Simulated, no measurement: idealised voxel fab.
This is a process module. Its name is voxel gate over fins.
The cross-section on display is named cut; it measures 165 nm wide, and its cells are 5 nm squares.
Throughout this document, each cross-section is represented as a grid of square cells and is presented as a sequence of bands enumerated from the top downward, where a band comprises one or more rows of cells. Basically the band line says how high the top is and how high the bottom is, in nm, and then what's in it from left to right, every material with its width in nm. Empty space shows up as "blank", and if a single material carries "all across" it runs the full band edge to edge. Measure heights from 0. That's the level where, below it, the as-received wafer is all one material. The lowest band is bottomless and extends downward; write it as in "0 -> down". Width: "30 to 40" (first number = top row, second number = bottom row, same change from row to row of cells). "no change occurred", as given for a step, is the statement that not any cell of the cross-section underwent a change during that step. Entry "Enclosed void catalog" = empty spaces >= 8 cells with no open way to the top; each as width x height at distance, distance from left edge, all nm. If you see something after the settings on a step's line, that's the simulator's own remark about that step. overlay nm, on a step with a mask: how far to the right of its planned place the mask lay; to the left if negative.

Steps in the process plan:
- 1: op RECEIVE | material Si
- 2: op CONFORMAL_DEP | material SiN | thk nm 5
- 3: op MASKED_ETCH | tone cover | mask id FINS | width nm 15 | pitch nm 40 | etch materials SiN | depth nm 5 | overlay nm 0
- 4: op MASKED_ETCH | tone cover | mask id FINS | width nm 15 | pitch nm 40 | etch materials Si | depth nm 30 | overlay nm 0
- 5: op OXIDIZE | depth nm 5
- 6: op FILL_DEP | material SiO2 | thk nm 10
- 7: op CMP | height nm 5
- 8: op SELECTIVE_ETCH | etch materials SiO2 | depth nm 15
- 9: op STRIP | etch materials SiN
- 10: op CONFORMAL_DEP | material HfO2 | thk nm 5
- 11: op CONFORMAL_DEP | material TiN | thk nm 5
- 12: op CONFORMAL_DEP | material TiAl | thk nm 5
- 13: op CONFORMAL_DEP | material TiN | thk nm 5
- 14: op FILL_DEP | material W | thk nm 10
- 15: op CMP | height nm 25
- 16: op CONFORMAL_DEP | material SiN | thk nm 10

Here's what the wafer looked like in cross-section when it arrived - that's after step 1:
* 0 -> down: Si all across
* Enclosed void catalog: none

The following cross-section depicts the wafer upon conclusion of the module. Processing commenced from the starting condition illustrated above and adhered to the plan illustrated above, save for one mistake in execution:
* 35 -> 25: SiN all across
* 25 -> 15: W all across
* 15 -> 10: W 25 nm / TiN 35 nm / W 5 nm / TiN 35 nm / W 5 nm / TiN 35 nm / W 25 nm
* 10 -> 5: W 25 nm / TiN 5 nm / TiAl 25 nm / TiN 5 nm / W 5 nm / TiN 5 nm / TiAl 25 nm / TiN 5 nm / W 5 nm / TiN 5 nm / TiAl 25 nm / TiN 5 nm / W 25 nm
* 5 -> 0: TiN 30 nm / TiAl 5 nm / HfO2 15 nm / TiAl 5 nm / TiN 15 nm / TiAl 5 nm / HfO2 15 nm / TiAl 5 nm / TiN 15 nm / TiAl 5 nm / HfO2 15 nm / TiAl 5 nm / TiN 30 nm
* 0 -> -5: TiAl 35 nm / HfO2 5 nm / Si 5 nm / HfO2 5 nm / TiAl 25 nm / HfO2 5 nm / Si 5 nm / HfO2 5 nm / TiAl 25 nm / HfO2 5 nm / Si 5 nm / HfO2 5 nm / TiAl 35 nm
* -5 -> -10: HfO2 40 nm / Si 5 nm / HfO2 35 nm / Si 5 nm / HfO2 35 nm / Si 5 nm / HfO2 40 nm
* -10 -> -35: SiO2 40 nm / Si 5 nm / SiO2 35 nm / Si 5 nm / SiO2 35 nm / Si 5 nm / SiO2 40 nm
* -35 -> down: Si all across
* Enclosed void catalog: none
What broke from the plan during processing? step 11 of the plan never got run, it was skipped over
